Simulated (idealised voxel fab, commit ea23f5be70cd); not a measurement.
The following process module bears the name voxel trench capacitor.
Cross-section cut: width 250 nm, square cells of 5 nm.
In what follows, cross-sections appear as grids of square cells, described through bands that run from the top down, where every band is one or more rows of cells.
Look at the band entry: it leads with the top's height and the bottom's height in nm. Then it lists the materials left to right, with a width in nm for each. The word "edge to edge" on a single material says that material fills the band edge to edge. The word "air" is empty space.
Below 0: as-received wafer, all one material; heights counted from there. Lowest band: no bottom, goes on down, written "top 0, no bottom".
The expression "30 to 40" gives the width at the extremes of the band, the first number at its top row of cells and the second at its bottom row, with the width changing by equal amounts from each row to the next in between.
For the purposes of this document, the phrase "nothing changed" attached to a step denotes that no cell within the cross-section was modified by that step.
Entry "Tabulated closed voids". Content: empty spaces with no open connection to the top, size 8 cells or greater. Each: width x height at distance. Distance: from left edge. Unit: nm.
after a step's settings: what the simulator itself notes on the step
The setting "overlay nm" may be written on the line of a step. When the step uses a mask, the value reports how far to the right of the planned place the mask lay, and a negative value reports that it lay to the left.

[The steps planned for the process are as follows]
1,RECEIVE,material Si
2,CONFORMAL_DEP,material SiN,thk nm 10
3,DIRECTIONAL_DEP,material aC,thk nm 10
4,PATTERN,tone open,mask id TRENCH,material resist,width nm 15,pitch nm 40,thk nm 25,overlay nm 0
5,DIRECTIONAL_ETCH,etch materials aC,depth nm 10
6,STRIP,etch materials resist
7,DIRECTIONAL_ETCH,etch materials SiN,depth nm 10
8,DIRECTIONAL_ETCH,etch materials Si,depth nm 40
9,STRIP,etch materials aC
10,CONFORMAL_DEP,material SiO2,thk nm 5
11,FILL_DEP,material polySi,thk nm 10
12,CMP,height nm 10

[So, the first of our two wafers, run just as we planned it]

[Incoming wafer, cross-sectional view, post step 1]
top 0, no bottom | Si edge to edge
Tabulated closed voids: none

[Cross-section of the wafer subsequent to step 2]
top 10, bottom 0 | SiN edge to edge
Unchanged below 0.

[Cross-section of the wafer subsequent to step 3]
top 20, bottom 10 | aC edge to edge
Unchanged below 10.

[Cross-section of the wafer subsequent to step 4]
top 45, bottom 20 | resist 75 nm, then air 15 nm, then resist 25 nm, then air 15 nm, then resist 25 nm, then air 15 nm, then resist 80 nm
Unchanged below 20.

[Cross-section of the wafer subsequent to step 5]
top 35, bottom 20 | resist 75 nm, then air 15 nm, then resist 25 nm, then air 15 nm, then resist 25 nm, then air 15 nm, then resist 80 nm
top 20, bottom 10 | aC 75 nm, then air 15 nm, then aC 25 nm, then air 15 nm, then aC 25 nm, then air 15 nm, then aC 80 nm
Unchanged below 10.

[Cross-section of the wafer subsequent to step 6]
top 20, bottom 10 | aC 75 nm, then air 15 nm, then aC 25 nm, then air 15 nm, then aC 25 nm, then air 15 nm, then aC 80 nm
Unchanged below 10.

[Cross-section of the wafer subsequent to step 7]
top 20, bottom 10 | aC 75 nm, then air 15 nm, then aC 25 nm, then air 15 nm, then aC 25 nm, then air 15 nm, then aC 80 nm
top 10, bottom 0 | SiN 75 nm, then air 15 nm, then SiN 25 nm, then air 15 nm, then SiN 25 nm, then air 15 nm, then SiN 80 nm
Unchanged below 0.

[Cross-section of the wafer subsequent to step 8]
top 20, bottom 10 | aC 75 nm, then air 15 nm, then aC 25 nm, then air 15 nm, then aC 25 nm, then air 15 nm, then aC 80 nm
top 10, bottom 0 | SiN 75 nm, then air 15 nm, then SiN 25 nm, then air 15 nm, then SiN 25 nm, then air 15 nm, then SiN 80 nm
top 0, bottom -40 | Si 75 nm, then air 15 nm, then Si 25 nm, then air 15 nm, then Si 25 nm, then air 15 nm, then Si 80 nm
Unchanged below -40.

[Cross-section of the wafer subsequent to step 9]
top 10, bottom 0 | SiN 75 nm, then air 15 nm, then SiN 25 nm, then air 15 nm, then SiN 25 nm, then air 15 nm, then SiN 80 nm
Unchanged below 0.

[Cross-section of the wafer subsequent to step 10]
top 15, bottom 10 | SiO2 80 nm, then air 5 nm, then SiO2 35 nm, then air 5 nm, then SiO2 35 nm, then air 5 nm, then SiO2 85 nm
top 10, bottom 0 | SiN 75 nm, then SiO2 5 nm, then air 5 nm, then SiO2 5 nm, then SiN 25 nm, then SiO2 5 nm, then air 5 nm, then SiO2 5 nm, then SiN 25 nm, then SiO2 5 nm, then air 5 nm, then SiO2 5 nm, then SiN 80 nm
top 0, bottom -35 | Si 75 nm, then SiO2 5 nm, then air 5 nm, then SiO2 5 nm, then Si 25 nm, then SiO2 5 nm, then air 5 nm, then SiO2 5 nm, then Si 25 nm, then SiO2 5 nm, then air 5 nm, then SiO2 5 nm, then Si 80 nm
top -35, bottom -40 | Si 75 nm, then SiO2 15 nm, then Si 25 nm, then SiO2 15 nm, then Si 25 nm, then SiO2 15 nm, then Si 80 nm
Unchanged below -40.

[Cross-section of the wafer subsequent to step 11]
top 25, bottom 15 | polySi edge to edge
top 15, bottom 10 | SiO2 80 nm, then polySi 5 nm, then SiO2 35 nm, then polySi 5 nm, then SiO2 35 nm, then polySi 5 nm, then SiO2 85 nm
top 10, bottom 0 | SiN 75 nm, then SiO2 5 nm, then polySi 5 nm, then SiO2 5 nm, then SiN 25 nm, then SiO2 5 nm, then polySi 5 nm, then SiO2 5 nm, then SiN 25 nm, then SiO2 5 nm, then polySi 5 nm, then SiO2 5 nm, then SiN 80 nm
top 0, bottom -35 | Si 75 nm, then SiO2 5 nm, then polySi 5 nm, then SiO2 5 nm, then Si 25 nm, then SiO2 5 nm, then polySi 5 nm, then SiO2 5 nm, then Si 25 nm, then SiO2 5 nm, then polySi 5 nm, then SiO2 5 nm, then Si 80 nm
Unchanged below -35.

[Cross-section of the wafer subsequent to step 12]
top 10, bottom 0 | SiN 75 nm, then SiO2 5 nm, then polySi 5 nm, then SiO2 5 nm, then SiN 25 nm, then SiO2 5 nm, then polySi 5 nm, then SiO2 5 nm, then SiN 25 nm, then SiO2 5 nm, then polySi 5 nm, then SiO2 5 nm, then SiN 80 nm
Unchanged below 0.

[The second wafer: identical to the first at the outset and in its planned sequence, differing only in that one mistake was made during processing; up to and including step 8, its path is the first wafer's path]

[At the planned end of step 9, the second wafer in cross-section]
top 10, bottom 0 | SiN 75 nm, then air 15 nm, then SiN 25 nm, then air 15 nm, then SiN 25 nm, then air 15 nm, then SiN 80 nm
Unchanged below 0.

[At the planned end of step 10, the second wafer in cross-section]
top 15, bottom 10 | SiO2 80 nm, then air 5 nm, then SiO2 35 nm, then air 5 nm, then SiO2 35 nm, then air 5 nm, then SiO2 85 nm
top 10, bottom 0 | SiN 75 nm, then SiO2 5 nm, then air 5 nm, then SiO2 5 nm, then SiN 25 nm, then SiO2 5 nm, then air 5 nm, then SiO2 5 nm, then SiN 25 nm, then SiO2 5 nm, then air 5 nm, then SiO2 5 nm, then SiN 80 nm
top 0, bottom -35 | Si 75 nm, then SiO2 5 nm, then air 5 nm, then SiO2 5 nm, then Si 25 nm, then SiO2 5 nm, then air 5 nm, then SiO2 5 nm, then Si 25 nm, then SiO2 5 nm, then air 5 nm, then SiO2 5 nm, then Si 80 nm
top -35, bottom -40 | Si 75 nm, then SiO2 15 nm, then Si 25 nm, then SiO2 15 nm, then Si 25 nm, then SiO2 15 nm, then Si 80 nm
Unchanged below -40.

[At the planned end of step 11, the second wafer in cross-section]
top 25, bottom 15 | polySi edge to edge
top 15, bottom 10 | SiO2 80 nm, then polySi 5 nm, then SiO2 35 nm, then polySi 5 nm, then SiO2 35 nm, then polySi 5 nm, then SiO2 85 nm
top 10, bottom 0 | SiN 75 nm, then SiO2 5 nm, then polySi 5 nm, then SiO2 5 nm, then SiN 25 nm, then SiO2 5 nm, then polySi 5 nm, then SiO2 5 nm, then SiN 25 nm, then SiO2 5 nm, then polySi 5 nm, then SiO2 5 nm, then SiN 80 nm
top 0, bottom -35 | Si 75 nm, then SiO2 5 nm, then polySi 5 nm, then SiO2 5 nm, then Si 25 nm, then SiO2 5 nm, then polySi 5 nm, then SiO2 5 nm, then Si 25 nm, then SiO2 5 nm, then polySi 5 nm, then SiO2 5 nm, then Si 80 nm
Unchanged below -35.

[At the planned end of step 12, the second wafer in cross-section]
top 10, bottom 0 | SiN 75 nm, then SiO2 5 nm, then polySi 5 nm, then SiO2 5 nm, then SiN 25 nm, then SiO2 5 nm, then polySi 5 nm, then SiO2 5 nm, then SiN 25 nm, then SiO2 5 nm, then polySi 5 nm, then SiO2 5 nm, then SiN 80 nm
Unchanged below 0.
Which mistake was made when the wafer was run? step 9 of the plan was carried out twice
If you compare the two wafers at the end, their cross-sections are the same, so as far as this model is concerned the mistake changes nothing.
